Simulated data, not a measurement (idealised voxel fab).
You're looking at the process module voxel gate over fins.
150 nm wide, 5 nm square cells: that's cross-section cut.
Think of the cross-section as a grid of square cells. We describe it in bands, top to bottom, and each band covers one or more rows of those cells. Within each band entry, the heights of the top and of the bottom of the band appear first, in that order and in nm; the materials of the band then follow from left to right, each with its corresponding width in nm. The designation "throughout" on a single material indicates that it fills the band from edge to edge; the designation "empty" indicates empty space. Measure heights from 0. That's the level where, below it, the as-received wafer is all one material. The lowest band is bottomless and extends downward; write it as in "0 nm and below". The two numbers in a width such as "30..40" mark its ends across the band: the first belongs to the top row of cells, the second to the bottom row, and from each row to the next the width moves by the same amount. Given "remains unaltered" for a step, no cell of the cross-section differs between before and after that step. The label "Closed void entries" introduces a list of the empty spaces, 8 cells or larger, that have no open way up to the top; each entry in it reads width x height at distance, where the distance is taken from the left edge and all three are stated in nm. What comes after the settings on a step's line is commentary from the simulator itself on that step. overlay nm: mask offset rightward from planned place, masked step; negative means leftward offset.
# plan
| 1 | RECEIVE [material Si] |
| 2 | CONFORMAL_DEP [material SiN] [thk nm 10] |
| 3 | DIRECTIONAL_DEP [material aC] [thk nm 15] |
| 4 | PATTERN [tone cover] [mask id FINS] [material resist] [width nm 15] [pitch nm 35] [thk nm 35] [overlay nm 0] |
| 5 | DIRECTIONAL_ETCH [etch materials aC] [depth nm 15] |
| 6 | STRIP [etch materials resist] |
| 7 | DIRECTIONAL_ETCH [etch materials SiN] [depth nm 10] |
| 8 | DIRECTIONAL_ETCH [etch materials Si] [depth nm 35] |
| 9 | STRIP [etch materials aC] |
| 10 | OXIDIZE [depth nm 5] |
| 11 | FILL_DEP [material SiO2] [thk nm 15] |
| 12 | CMP [height nm 10] |
| 13 | SELECTIVE_ETCH [etch materials SiO2] [depth nm 25] |
| 14 | STRIP [etch materials SiN] |
| 15 | CONFORMAL_DEP [material HfO2] [thk nm 5] |
| 16 | CONFORMAL_DEP [material TiN] [thk nm 5] |
| 17 | FILL_DEP [material W] [thk nm 10] |
| 18 | CMP [height nm 15] |
| 19 | CONFORMAL_DEP [material SiCN] [thk nm 5] |
# Cross-section, incoming material, after step 1
* 0 nm and below = Si throughout
* Closed void entries: none
# Cross-sectional result after module completion. Note: starting condition and plan are unchanged from above; one processing mistake was made
* 20 nm to 15 nm = SiCN throughout
* 15 nm to 10 nm = W throughout
* 10 nm to 5 nm = W 35 nm, then TiN 25 nm, then W 10 nm, then TiN 25 nm, then W 55 nm
* 5 nm to 0 nm = W 35 nm, then TiN 5 nm, then HfO2 15 nm, then TiN 5 nm, then W 10 nm, then TiN 5 nm, then HfO2 15 nm, then TiN 5 nm, then W 55 nm
* 0 nm to -5 nm = W 35 nm, then TiN 5 nm, then HfO2 5 nm, then Si 5 nm, then HfO2 5 nm, then TiN 5 nm, then W 10 nm, then TiN 5 nm, then HfO2 5 nm, then Si 5 nm, then HfO2 5 nm, then TiN 5 nm, then W 55 nm
* -5 nm to -10 nm = TiN 40 nm, then HfO2 5 nm, then Si 5 nm, then HfO2 5 nm, then TiN 20 nm, then HfO2 5 nm, then Si 5 nm, then HfO2 5 nm, then TiN 60 nm
* -10 nm to -15 nm = HfO2 45 nm, then Si 5 nm, then HfO2 30 nm, then Si 5 nm, then HfO2 65 nm
* -15 nm to -40 nm = SiO2 45 nm, then Si 5 nm, then SiO2 30 nm, then Si 5 nm, then SiO2 65 nm
* -40 nm and below = Si throughout
* Closed void entries: none
Nonconformance to the process plan: step 4 ran differently from the plan; actual operation with settings: PATTERN [tone cover] [mask id FINS] [material resist] [width nm 15] [pitch nm 35] [thk nm 35] [overlay nm -10]
